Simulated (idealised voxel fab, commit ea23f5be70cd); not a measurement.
process module | voxel capacitor over wiring
cross-section cut | 240 nm wide | cells 5 nm
A cross-section is a grid of square cells, given in bands from the top down. A band is one or more rows of cells.
Each band's line starts with the height of the band's top and of its bottom, in nm. Then come its materials from left to right, each with its width in nm. One material with "throughout" fills the band from edge to edge. "air" is empty space.
Height 0 is the level under which the wafer as received is all one material. The lowest band goes on downwards, as in "0 down".
A width such as "30 to 40" changes by the same amount from each row of cells to the next, from the band's top row to its bottom row.
"no change" after a step means that no cell of the cross-section changed.
closed voids: empty space of 8 cells or more with no open way to the top, each as width x height at its distance from the left edge, in nm
after a step's settings: what the simulator itself notes on the step
overlay nm, on a step with a mask: how far to the right of its planned place the mask lay; to the left if negative
plan
1 op RECEIVE | material Si
2 op CONFORMAL_DEP | material SiO2 | thk nm 10
3 op CONFORMAL_DEP | material SiCN | thk nm 5
4 op DIRECTIONAL_DEP | material lowk | thk nm 20
5 op DIRECTIONAL_DEP | material aC | thk nm 10
6 op PATTERN | tone open | mask id METAL_1 | material resist | width nm 30 | pitch nm 80 | thk nm 30 | overlay nm 0
7 op DIRECTIONAL_ETCH | etch materials aC | depth nm 10
8 op STRIP | etch materials resist
9 op DIRECTIONAL_ETCH | etch materials lowk | depth nm 20
10 op DIRECTIONAL_ETCH | etch materials SiCN | depth nm 5
11 op STRIP | etch materials aC
12 op CONFORMAL_DEP | material TiN | thk nm 5
13 op FILL_DEP | material Cu | thk nm 5
14 op CMP | height nm 35
15 op EPI | material Ru | thk nm 5
16 op FILL_DEP | material SiCN | thk nm 5
17 op DIRECTIONAL_DEP | material SiO2 | thk nm 20
18 op DIRECTIONAL_DEP | material aC | thk nm 15
19 op PATTERN | tone open | mask id PLUG_1 | material resist | width nm 15 | thk nm 35 | overlay nm 0
20 op DIRECTIONAL_ETCH | etch materials aC | depth nm 15
21 op STRIP | etch materials resist
22 op DIRECTIONAL_ETCH | etch materials SiO2 | depth nm 20
23 op DIRECTIONAL_ETCH | etch materials SiCN | depth nm 5
24 op STRIP | etch materials aC
25 op EPI | material Ru | thk nm 10
26 op EPI | material Ru | thk nm 10
27 op EPI | material Ru | thk nm 5
28 op DIRECTIONAL_DEP | material TiN | thk nm 5
29 op DIRECTIONAL_DEP | material SiN | thk nm 5
30 op DIRECTIONAL_DEP | material TiN | thk nm 10
31 op DIRECTIONAL_DEP | material aC | thk nm 15
32 op PATTERN | tone cover | mask id UPPER_PLATE | material resist | width nm 55 | thk nm 35 | overlay nm 0
33 op DIRECTIONAL_ETCH | etch materials aC | depth nm 15
34 op STRIP | etch materials resist
35 op DIRECTIONAL_ETCH | etch materials TiN | depth nm 10
36 op DIRECTIONAL_ETCH | etch materials SiN | depth nm 5
37 op STRIP | etch materials aC
38 op MASKED_ETCH | tone cover | mask id LOWER_PLATE | width nm 65 | etch materials TiN | depth nm 5 | overlay nm 0
39 op FILL_DEP | material SiO2 | thk nm 15
40 op CMP | height nm 95
41 op MASKED_ETCH | tone open | mask id PLUG_2 | width nm 15 | etch materials SiO2 | depth nm 10 | overlay nm 0
42 op CONFORMAL_DEP | material TiN | thk nm 5
43 op FILL_DEP | material Ru | thk nm 5
44 op CMP | height nm 95
45 op CONFORMAL_DEP | material SiN | thk nm 5
first wafer, as planned
as received, after step 1
  0 down: Si throughout
  closed voids: none
after step 2
  10 to 0: SiO2 throughout
  below 0: unchanged
after step 3
  15 to 10: SiCN throughout
  below 10: unchanged
after step 4
  35 to 15: lowk throughout
  below 15: unchanged
after step 5
  45 to 35: aC throughout
  below 35: unchanged
after step 6
  75 to 45: resist 65 | air 30 | resist 50 | air 30 | resist 65
  below 45: unchanged
after step 7
  65 to 45: resist 65 | air 30 | resist 50 | air 30 | resist 65
  45 to 35: aC 65 | air 30 | aC 50 | air 30 | aC 65
  below 35: unchanged
after step 8
  45 to 35: aC 65 | air 30 | aC 50 | air 30 | aC 65
  below 35: unchanged
after step 9
  45 to 35: aC 65 | air 30 | aC 50 | air 30 | aC 65
  35 to 15: lowk 65 | air 30 | lowk 50 | air 30 | lowk 65
  below 15: unchanged
after step 10
  45 to 35: aC 65 | air 30 | aC 50 | air 30 | aC 65
  35 to 15: lowk 65 | air 30 | lowk 50 | air 30 | lowk 65
  15 to 10: SiCN 65 | air 30 | SiCN 50 | air 30 | SiCN 65
  below 10: unchanged
after step 11
  35 to 15: lowk 65 | air 30 | lowk 50 | air 30 | lowk 65
  below 15: unchanged
after step 12
  40 to 35: TiN 70 | air 20 | TiN 60 | air 20 | TiN 70
  35 to 15: lowk 65 | TiN 5 | air 20 | TiN 5 | lowk 50 | TiN 5 | air 20 | TiN 5 | lowk 65
  15 to 10: SiCN 65 | TiN 30 | SiCN 50 | TiN 30 | SiCN 65
  below 10: unchanged
after step 13
  45 to 40: Cu throughout
  40 to 35: TiN 70 | Cu 20 | TiN 60 | Cu 20 | TiN 70
  35 to 15: lowk 65 | TiN 5 | Cu 20 | TiN 5 | lowk 50 | TiN 5 | Cu 20 | TiN 5 | lowk 65
  below 15: unchanged
after step 14
  35 to 15: lowk 65 | TiN 5 | Cu 20 | TiN 5 | lowk 50 | TiN 5 | Cu 20 | TiN 5 | lowk 65
  below 15: unchanged
after step 15
  40 to 35: air 60 | Ru 40 | air 40 | Ru 40 | air 60
  below 35: unchanged
after step 16
  45 to 40: SiCN throughout
  40 to 35: SiCN 60 | Ru 40 | SiCN 40 | Ru 40 | SiCN 60
  below 35: unchanged
after step 17
  65 to 45: SiO2 throughout
  below 45: unchanged
after step 18
  80 to 65: aC throughout
  below 65: unchanged
after step 19
  115 to 80: resist 80 | air 15 | resist 145
  below 80: unchanged
after step 20
  100 to 80: resist 80 | air 15 | resist 145
  80 to 65: aC 80 | air 15 | aC 145
  below 65: unchanged
after step 21
  80 to 65: aC 80 | air 15 | aC 145
  below 65: unchanged
after step 22
  80 to 65: aC 80 | air 15 | aC 145
  65 to 45: SiO2 80 | air 15 | SiO2 145
  below 45: unchanged
after step 23
  80 to 65: aC 80 | air 15 | aC 145
  65 to 45: SiO2 80 | air 15 | SiO2 145
  45 to 40: SiCN 80 | air 15 | SiCN 145
  below 40: unchanged
after step 24
  65 to 45: SiO2 80 | air 15 | SiO2 145
  below 45: unchanged
after step 25
  65 to 50: SiO2 80 | air 15 | SiO2 145
  50 to 45: SiO2 80 | Ru 15 | SiO2 145
  45 to 40: SiCN 80 | Ru 15 | SiCN 145
  below 40: unchanged
after step 26
  65 to 60: SiO2 80 | air 15 | SiO2 145
  60 to 45: SiO2 80 | Ru 15 | SiO2 145
  below 45: unchanged
after step 27
  65 to 45: SiO2 80 | Ru 15 | SiO2 145
  below 45: unchanged
after step 28
  70 to 65: TiN throughout
  below 65: unchanged
after step 29
  75 to 70: SiN throughout
  below 70: unchanged
after step 30
  85 to 75: TiN throughout
  below 75: unchanged
after step 31
  100 to 85: aC throughout
  below 85: unchanged
after step 32
  135 to 100: air 80 | resist 55 | air 105
  below 100: unchanged
after step 33
  120 to 100: air 80 | resist 55 | air 105
  100 to 85: air 80 | aC 55 | air 105
  below 85: unchanged
after step 34
  100 to 85: air 80 | aC 55 | air 105
  below 85: unchanged
after step 35
  100 to 85: air 80 | aC 55 | air 105
  85 to 75: air 80 | TiN 55 | air 105
  below 75: unchanged
after step 36
  100 to 85: air 80 | aC 55 | air 105
  85 to 75: air 80 | TiN 55 | air 105
  75 to 70: air 80 | SiN 55 | air 105
  below 70: unchanged
after step 37
  85 to 75: air 80 | TiN 55 | air 105
  below 75: unchanged
after step 38
  85 to 75: air 80 | TiN 55 | air 105
  75 to 70: air 80 | SiN 55 | air 105
  70 to 65: air 75 | TiN 65 | air 100
  below 65: unchanged
after step 39
  100 to 85: SiO2 throughout
  85 to 75: SiO2 80 | TiN 55 | SiO2 105
  75 to 70: SiO2 80 | SiN 55 | SiO2 105
  70 to 65: SiO2 75 | TiN 65 | SiO2 100
  below 65: unchanged
after step 40
  95 to 85: SiO2 throughout
  below 85: unchanged
after step 41
  95 to 85: SiO2 90 | air 15 | SiO2 135
  below 85: unchanged
after step 42
  100 to 95: TiN 95 | air 5 | TiN 140
  95 to 90: SiO2 90 | TiN 5 | air 5 | TiN 5 | SiO2 135
  90 to 85: SiO2 90 | TiN 15 | SiO2 135
  below 85: unchanged
after step 43
  105 to 100: Ru throughout
  100 to 95: TiN 95 | Ru 5 | TiN 140
  95 to 90: SiO2 90 | TiN 5 | Ru 5 | TiN 5 | SiO2 135
  below 90: unchanged
after step 44
  95 to 90: SiO2 90 | TiN 5 | Ru 5 | TiN 5 | SiO2 135
  below 90: unchanged
after step 45
  100 to 95: SiN throughout
  below 95: unchanged
second wafer: like start, like plan, one mistake. Through step 5 it matches the first wafer
when step 6 should have ended
  75 to 45: resist 60 | air 30 | resist 50 | air 30 | resist 70
  below 45: unchanged
when step 7 should have ended
  65 to 45: resist 60 | air 30 | resist 50 | air 30 | resist 70
  45 to 35: aC 60 | air 30 | aC 50 | air 30 | aC 70
  below 35: unchanged
when step 8 should have ended
  45 to 35: aC 60 | air 30 | aC 50 | air 30 | aC 70
  below 35: unchanged
when step 9 should have ended
  45 to 35: aC 60 | air 30 | aC 50 | air 30 | aC 70
  35 to 15: lowk 60 | air 30 | lowk 50 | air 30 | lowk 70
  below 15: unchanged
when step 10 should have ended
  45 to 35: aC 60 | air 30 | aC 50 | air 30 | aC 70
  35 to 15: lowk 60 | air 30 | lowk 50 | air 30 | lowk 70
  15 to 10: SiCN 60 | air 30 | SiCN 50 | air 30 | SiCN 70
  below 10: unchanged
when step 11 should have ended
  35 to 15: lowk 60 | air 30 | lowk 50 | air 30 | lowk 70
  below 15: unchanged
when step 12 should have ended
  40 to 35: TiN 65 | air 20 | TiN 60 | air 20 | TiN 75
  35 to 15: lowk 60 | TiN 5 | air 20 | TiN 5 | lowk 50 | TiN 5 | air 20 | TiN 5 | lowk 70
  15 to 10: SiCN 60 | TiN 30 | SiCN 50 | TiN 30 | SiCN 70
  below 10: unchanged
when step 13 should have ended
  45 to 40: Cu throughout
  40 to 35: TiN 65 | Cu 20 | TiN 60 | Cu 20 | TiN 75
  35 to 15: lowk 60 | TiN 5 | Cu 20 | TiN 5 | lowk 50 | TiN 5 | Cu 20 | TiN 5 | lowk 70
  below 15: unchanged
when step 14 should have ended
  35 to 15: lowk 60 | TiN 5 | Cu 20 | TiN 5 | lowk 50 | TiN 5 | Cu 20 | TiN 5 | lowk 70
  below 15: unchanged
when step 15 should have ended
  40 to 35: air 55 | Ru 40 | air 40 | Ru 40 | air 65
  below 35: unchanged
when step 16 should have ended
  45 to 40: SiCN throughout
  40 to 35: SiCN 55 | Ru 40 | SiCN 40 | Ru 40 | SiCN 65
  below 35: unchanged
when step 17 should have ended
  65 to 45: SiO2 throughout
  below 45: unchanged
when step 18 should have ended
  80 to 65: aC throughout
  below 65: unchanged
when step 19 should have ended
  115 to 80: resist 80 | air 15 | resist 145
  below 80: unchanged
when step 20 should have ended
  100 to 80: resist 80 | air 15 | resist 145
  80 to 65: aC 80 | air 15 | aC 145
  below 65: unchanged
when step 21 should have ended
  80 to 65: aC 80 | air 15 | aC 145
  below 65: unchanged
when step 22 should have ended
  80 to 65: aC 80 | air 15 | aC 145
  65 to 45: SiO2 80 | air 15 | SiO2 145
  below 45: unchanged
when step 23 should have ended
  80 to 65: aC 80 | air 15 | aC 145
  65 to 45: SiO2 80 | air 15 | SiO2 145
  45 to 40: SiCN 80 | air 15 | SiCN 145
  below 40: unchanged
when step 24 should have ended
  65 to 45: SiO2 80 | air 15 | SiO2 145
  below 45: unchanged
when step 25 should have ended
  65 to 50: SiO2 80 | air 15 | SiO2 145
  50 to 45: SiO2 80 | Ru 15 | SiO2 145
  45 to 40: SiCN 80 | Ru 15 | SiCN 145
  below 40: unchanged
when step 26 should have ended
  65 to 60: SiO2 80 | air 15 | SiO2 145
  60 to 45: SiO2 80 | Ru 15 | SiO2 145
  below 45: unchanged
when step 27 should have ended
  65 to 45: SiO2 80 | Ru 15 | SiO2 145
  below 45: unchanged
when step 28 should have ended
  70 to 65: TiN throughout
  below 65: unchanged
when step 29 should have ended
  75 to 70: SiN throughout
  below 70: unchanged
when step 30 should have ended
  85 to 75: TiN throughout
  below 75: unchanged
when step 31 should have ended
  100 to 85: aC throughout
  below 85: unchanged
when step 32 should have ended
  135 to 100: air 80 | resist 55 | air 105
  below 100: unchanged
when step 33 should have ended
  120 to 100: air 80 | resist 55 | air 105
  100 to 85: air 80 | aC 55 | air 105
  below 85: unchanged
when step 34 should have ended
  100 to 85: air 80 | aC 55 | air 105
  below 85: unchanged
when step 35 should have ended
  100 to 85: air 80 | aC 55 | air 105
  85 to 75: air 80 | TiN 55 | air 105
  below 75: unchanged
when step 36 should have ended
  100 to 85: air 80 | aC 55 | air 105
  85 to 75: air 80 | TiN 55 | air 105
  75 to 70: air 80 | SiN 55 | air 105
  below 70: unchanged
when step 37 should have ended
  85 to 75: air 80 | TiN 55 | air 105
  below 75: unchanged
when step 38 should have ended
  85 to 75: air 80 | TiN 55 | air 105
  75 to 70: air 80 | SiN 55 | air 105
  70 to 65: air 75 | TiN 65 | air 100
  below 65: unchanged
when step 39 should have ended
  100 to 85: SiO2 throughout
  85 to 75: SiO2 80 | TiN 55 | SiO2 105
  75 to 70: SiO2 80 | SiN 55 | SiO2 105
  70 to 65: SiO2 75 | TiN 65 | SiO2 100
  below 65: unchanged
when step 40 should have ended
  95 to 85: SiO2 throughout
  below 85: unchanged
when step 41 should have ended
  95 to 85: SiO2 90 | air 15 | SiO2 135
  below 85: unchanged
when step 42 should have ended
  100 to 95: TiN 95 | air 5 | TiN 140
  95 to 90: SiO2 90 | TiN 5 | air 5 | TiN 5 | SiO2 135
  90 to 85: SiO2 90 | TiN 15 | SiO2 135
  below 85: unchanged
when step 43 should have ended
  105 to 100: Ru throughout
  100 to 95: TiN 95 | Ru 5 | TiN 140
  95 to 90: SiO2 90 | TiN 5 | Ru 5 | TiN 5 | SiO2 135
  below 90: unchanged
when step 44 should have ended
  95 to 90: SiO2 90 | TiN 5 | Ru 5 | TiN 5 | SiO2 135
  below 90: unchanged
when step 45 should have ended
  100 to 95: SiN throughout
  below 95: unchanged
what went wrong: step 6 ran as: op PATTERN | tone open | mask id METAL_1 | material resist | width nm 30 | pitch nm 80 | thk nm 30 | overlay nm -5
at the end the second wafer has, in cells: as many of each material as the first, in other places
